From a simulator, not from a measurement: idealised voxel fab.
The following process module bears the name voxel ribs on slabs.
It is cross-section cut that appears here, measuring 265 nm in width, its square cells being 5 nm in size.
The cross-sections in this document take the form of a grid made of square cells. They are written out as bands, in order from top to bottom. Each band consists of one or more rows of cells.
Band: top and bottom heights (nm) first, top before bottom; then materials from left to right, widths in nm. "all across" marks a sole material filling the band edge to edge. "air" denotes empty space.
Heads up on the height convention: 0 is the point under which the incoming wafer is all one material, and the lowest band has no bottom, it just keeps going down, like "top 0, no bottom".
The two numbers in a width such as "30->40" mark its ends across the band: the first belongs to the top row of cells, the second to the bottom row, and from each row to the next the width moves by the same amount.
The cross-section has no changed cell in any step marked "remained the same".
"Enclosed voids" - sealed voids, min. 8 cells, no opening to top; format: width x height at distance (distance from left edge; nm throughout).
Formally, on a step line, whatever follows the settings is a remark that the simulator itself makes on the step.
Among the settings permitted on a step's line is "overlay nm"; applied to a step with a mask, it specifies the extent to which the mask lay to the right of its planned position, whereas a negative figure signifies a position to the left.
[Planned process steps]
1 op RECEIVE | material Si
2 op DIRECTIONAL_DEP | material SiO2 | thk nm 20
3 op DIRECTIONAL_DEP | material polySi | thk nm 20
4 op DIRECTIONAL_DEP | material aC | thk nm 5
5 op PATTERN | tone cover | mask id RIB | material resist | width nm 20 | thk nm 30 | overlay nm 0
6 op DIRECTIONAL_ETCH | etch materials aC | depth nm 15
7 op STRIP | etch materials resist
8 op DIRECTIONAL_ETCH | etch materials polySi | depth nm 10
9 op STRIP | etch materials aC
10 op MASKED_ETCH | tone cover | mask id SLAB | width nm 50 | etch materials polySi | depth nm 10 | overlay nm 0
11 op FILL_DEP | material SiO2 | thk nm 15
12 op CMP | height nm 50
13 op DIRECTIONAL_DEP | material W | thk nm 10
14 op MASKED_ETCH | tone cover | mask id HEATER | width nm 30 | etch materials W | depth nm 10 | overlay nm 0
15 op CONFORMAL_DEP | material SiN | thk nm 5
Split variable: thk nm, step 4. Plan value = first wafer. Wafers start alike.
[Cross-section of the first of several received wafers, showing its state after step 1]
- top 0, no bottom  Si all across
- Enclosed voids: none
[Per wafer (row), end of module: delta in cells per material since receipt, (+) for gained, (-) for lost; closed voids after that]
thk nm 5 | +57 SiN | +502 SiO2 | +12 W | +28 polySi | Enclosed voids: none
thk nm 10 | +57 SiN | +502 SiO2 | +12 W | +28 polySi | Enclosed voids: none
thk nm 15 | +57 SiN | +502 SiO2 | +12 W | +28 polySi | Enclosed voids: none
thk nm 20 | +57 SiN | +404 SiO2 | +12 W | +126 polySi | Enclosed voids: none
thk nm 25 | +57 SiN | +404 SiO2 | +12 W | +126 polySi | Enclosed voids: none
thk nm 30 | +57 SiN | +404 SiO2 | +12 W | +126 polySi | Enclosed voids: none
